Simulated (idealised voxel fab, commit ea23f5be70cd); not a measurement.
Process module heading - voxel spacer lines
Square cells of 5 nm make up the cross-section cut, whose width is 225 nm.
Cross-section layout: square cells on a grid; listed as bands, top to bottom; a band spans one or more cell rows.
First you get the band's top height and its bottom height, in nm, and then the materials it's made of, left to right, with each width in nm. If you see a single material with "full width", that one covers the band edge to edge. "air" is empty space.
For the purposes of this specification, 0 denotes the height below which the wafer in its as-received condition is composed wholly of one material, and the lowermost band, lacking a lower limit, extends downward without end, as expressed in "0 -> down".
A two-number width, for instance "30 to 40", indicates that the width is equal to the first number in the top row of the band and to the second number in the bottom row, and that it changes by a constant amount per row of cells.
Where a step carries "no modification", the cross-section came out of it unchanged, cell for cell.
Basically, "Fully sealed cavities" tells you about the enclosed voids: empty spaces with no open way to the top, 8 cells or bigger, each written width x height at distance, where distance is from the left edge, all in nm.
It should be noted that, on the line of a given step, the content following the step's settings is a remark produced by the simulator itself with respect to that step.
overlay nm: how far to the right of its planned place the mask lay on this masked step (negative: to the left).

This section lists the process steps that were planned
1: RECEIVE | material Si
2: CONFORMAL_DEP | material SiO2 | thk nm 10
3: DIRECTIONAL_DEP | material W | thk nm 15
4: DIRECTIONAL_DEP | material aC | thk nm 25
5: PATTERN | tone cover | mask id MANDREL | material resist | width nm 25 | pitch nm 70 | thk nm 35 | overlay nm -15
6: DIRECTIONAL_ETCH | etch materials aC | depth nm 25
7: STRIP | etch materials resist
8: CONFORMAL_DEP | material SiN | thk nm 10
9: DIRECTIONAL_ETCH | etch materials SiN | depth nm 10
10: STRIP | etch materials aC
11: DIRECTIONAL_ETCH | etch materials W | depth nm 15
12: STRIP | etch materials SiN
Don't read the plan's overlay nm for step 5 as applying to every wafer: that's the first wafer's value, and the wafers differ in it, though they all start identical.

First wafer of several, as received: cross-section after step 1
    0 -> down = Si full width
    Fully sealed cavities: none

Module end state after final step 12: cross-section of the first of several wafers
    25 -> 10 = air=5; W=10; air=25; W=10; air=25; W=10; air=25; W=10; air=25; W=10; air=25; W=10; air=35
    10 -> 0 = SiO2 full width
    0 -> down = Si full width
    Fully sealed cavities: none

Cross-sectional view, end of module, last wafer of several
    25 -> 10 = air=35; W=10; air=25; W=10; air=25; W=10; air=25; W=10; air=25; W=10; air=25; W=10; air=5
    10 -> 0 = SiO2 full width
    0 -> down = Si full width
    Fully sealed cavities: none

Each wafer at the end: cells of each material gained (+) or lost (-) since it was received, then its closed voids
overlay nm -15; +90 SiO2; +36 W; Fully sealed cavities: none
overlay nm -10; +90 SiO2; +36 W; Fully sealed cavities: none
overlay nm -5; +90 SiO2; +36 W; Fully sealed cavities: none
overlay nm 0; +90 SiO2; +36 W; Fully sealed cavities: none
overlay nm 5; +90 SiO2; +36 W; Fully sealed cavities: none
overlay nm 10; +90 SiO2; +36 W; Fully sealed cavities: none
overlay nm 15; +90 SiO2; +36 W; Fully sealed cavities: none
